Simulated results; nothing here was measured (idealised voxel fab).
The process module that follows is named voxel spacer lines.
This is section cut - it's 240 nm across, gridded in 5 nm square cells.
How to read a cross-section here: the picture is a grid of square cells, written as bands going from the top down, and any band can span one or more rows of cells. In this notation a band is specified by the heights of its top and bottom, in that order and in nm, after which its materials appear from left to right, each paired with its width in nm. The word "edge to edge" attached to a single material means that material fills the band from edge to edge; the word "air" stands for empty space. Heads up on the height convention: 0 is the point under which the incoming wafer is all one material, and the lowest band has no bottom, it just keeps going down, like "top 0, no bottom". The width entry "30 to 40" should be interpreted row by row: the top row of cells in the band takes the first number, the bottom row takes the second number, and the change between adjacent rows is uniform throughout. No cell of the cross-section changed in a step that is given as "no alteration". So "Closed void entries" is basically the list of trapped voids: any empty space of 8 cells or more that can't reach the top through an opening. They're written width x height at distance, the distance being from the left edge, and it's all nm. The remark found on a step's line after its settings is issued by the simulator itself and pertains to that step. A step's line can hold "overlay nm"; with a mask on that step, the setting says how far right of the planned place the mask lay, while a negative setting says it lay to the left.
Process steps - plan:
| 1 | RECEIVE | material Si |
| 2 | CONFORMAL_DEP | material Al2O3 | thk nm 10 |
| 3 | DIRECTIONAL_DEP | material polySi | thk nm 20 |
| 4 | DIRECTIONAL_DEP | material aC | thk nm 30 |
| 5 | PATTERN | tone cover | mask id MANDREL | material resist | width nm 20 | pitch nm 60 | thk nm 40 | overlay nm 0 |
| 6 | DIRECTIONAL_ETCH | etch materials aC | depth nm 30 |
| 7 | STRIP | etch materials resist |
| 8 | CONFORMAL_DEP | material SiO2 | thk nm 10 |
| 9 | DIRECTIONAL_ETCH | etch materials SiO2 | depth nm 10 |
| 10 | STRIP | etch materials aC |
| 11 | DIRECTIONAL_ETCH | etch materials polySi | depth nm 20 |
| 12 | STRIP | etch materials SiO2 |
First wafer of two (run as planned):
Wafer as received: cross-section following step 1:
    top 0, no bottom: Si edge to edge
    Closed void entries: none
The following cross-section depicts the wafer upon completion of step 2:
    top 10, bottom 0: Al2O3 edge to edge
    Under the height 0 nothing was changed.
The following cross-section depicts the wafer upon completion of step 3:
    top 30, bottom 10: polySi edge to edge
    Under the height 10 nothing was changed.
The following cross-section depicts the wafer upon completion of step 4:
    top 60, bottom 30: aC edge to edge
    Under the height 30 nothing was changed.
The following cross-section depicts the wafer upon completion of step 5:
    top 100, bottom 60: air 50 nm  resist 20 nm  air 40 nm  resist 20 nm  air 40 nm  resist 20 nm  air 50 nm
    Under the height 60 nothing was changed.
The following cross-section depicts the wafer upon completion of step 6:
    top 70, bottom 60: air 50 nm  resist 20 nm  air 40 nm  resist 20 nm  air 40 nm  resist 20 nm  air 50 nm
    top 60, bottom 30: air 50 nm  aC 20 nm  air 40 nm  aC 20 nm  air 40 nm  aC 20 nm  air 50 nm
    Under the height 30 nothing was changed.
The following cross-section depicts the wafer upon completion of step 7:
    top 60, bottom 30: air 50 nm  aC 20 nm  air 40 nm  aC 20 nm  air 40 nm  aC 20 nm  air 50 nm
    Under the height 30 nothing was changed.
The following cross-section depicts the wafer upon completion of step 8:
    top 70, bottom 60: air 40 nm  SiO2 40 nm  air 20 nm  SiO2 40 nm  air 20 nm  SiO2 40 nm  air 40 nm
    top 60, bottom 40: air 40 nm  SiO2 10 nm  aC 20 nm  SiO2 10 nm  air 20 nm  SiO2 10 nm  aC 20 nm  SiO2 10 nm  air 20 nm  SiO2 10 nm  aC 20 nm  SiO2 10 nm  air 40 nm
    top 40, bottom 30: SiO2 50 nm  aC 20 nm  SiO2 40 nm  aC 20 nm  SiO2 40 nm  aC 20 nm  SiO2 50 nm
    Under the height 30 nothing was changed.
The following cross-section depicts the wafer upon completion of step 9:
    top 60, bottom 30: air 40 nm  SiO2 10 nm  aC 20 nm  SiO2 10 nm  air 20 nm  SiO2 10 nm  aC 20 nm  SiO2 10 nm  air 20 nm  SiO2 10 nm  aC 20 nm  SiO2 10 nm  air 40 nm
    Under the height 30 nothing was changed.
The following cross-section depicts the wafer upon completion of step 10:
    top 60, bottom 30: air 40 nm  SiO2 10 nm  air 20 nm  SiO2 10 nm  air 20 nm  SiO2 10 nm  air 20 nm  SiO2 10 nm  air 20 nm  SiO2 10 nm  air 20 nm  SiO2 10 nm  air 40 nm
    Under the height 30 nothing was changed.
The following cross-section depicts the wafer upon completion of step 11:
    top 60, bottom 30: air 40 nm  SiO2 10 nm  air 20 nm  SiO2 10 nm  air 20 nm  SiO2 10 nm  air 20 nm  SiO2 10 nm  air 20 nm  SiO2 10 nm  air 20 nm  SiO2 10 nm  air 40 nm
    top 30, bottom 10: air 40 nm  polySi 10 nm  air 20 nm  polySi 10 nm  air 20 nm  polySi 10 nm  air 20 nm  polySi 10 nm  air 20 nm  polySi 10 nm  air 20 nm  polySi 10 nm  air 40 nm
    Under the height 10 nothing was changed.
The following cross-section depicts the wafer upon completion of step 12:
    top 30, bottom 10: air 40 nm  polySi 10 nm  air 20 nm  polySi 10 nm  air 20 nm  polySi 10 nm  air 20 nm  polySi 10 nm  air 20 nm  polySi 10 nm  air 20 nm  polySi 10 nm  air 40 nm
    Under the height 10 nothing was changed.
It is to be noted that the second wafer proceeded from the same initial state and according to the same plan as the first, although one mistake was committed in its execution; through step 9, inclusive, the two wafers share an identical history:
Second wafer shown in cross-section at the time step 10 was slated to end:
    top 60, bottom 30: air 40 nm  SiO2 10 nm  aC 20 nm  SiO2 10 nm  air 20 nm  SiO2 10 nm  aC 20 nm  SiO2 10 nm  air 20 nm  SiO2 10 nm  aC 20 nm  SiO2 10 nm  air 40 nm
    top 30, bottom 10: air 40 nm  polySi 40 nm  air 20 nm  polySi 40 nm  air 20 nm  polySi 40 nm  air 40 nm
    Under the height 10 nothing was changed.
Second wafer shown in cross-section at the time step 11 was slated to end:
    top 60, bottom 30: air 40 nm  SiO2 10 nm  air 20 nm  SiO2 10 nm  air 20 nm  SiO2 10 nm  air 20 nm  SiO2 10 nm  air 20 nm  SiO2 10 nm  air 20 nm  SiO2 10 nm  air 40 nm
    Under the height 30 nothing was changed.
Second wafer shown in cross-section at the time step 12 was slated to end:
    top 30, bottom 10: air 40 nm  polySi 40 nm  air 20 nm  polySi 40 nm  air 20 nm  polySi 40 nm  air 40 nm
    Under the height 10 nothing was changed.
Finding, execution versus plan: swap of plan steps 10 and 11 during execution
Final difference in cells, second wafer against first, listed per material as more or fewer: polySi +48
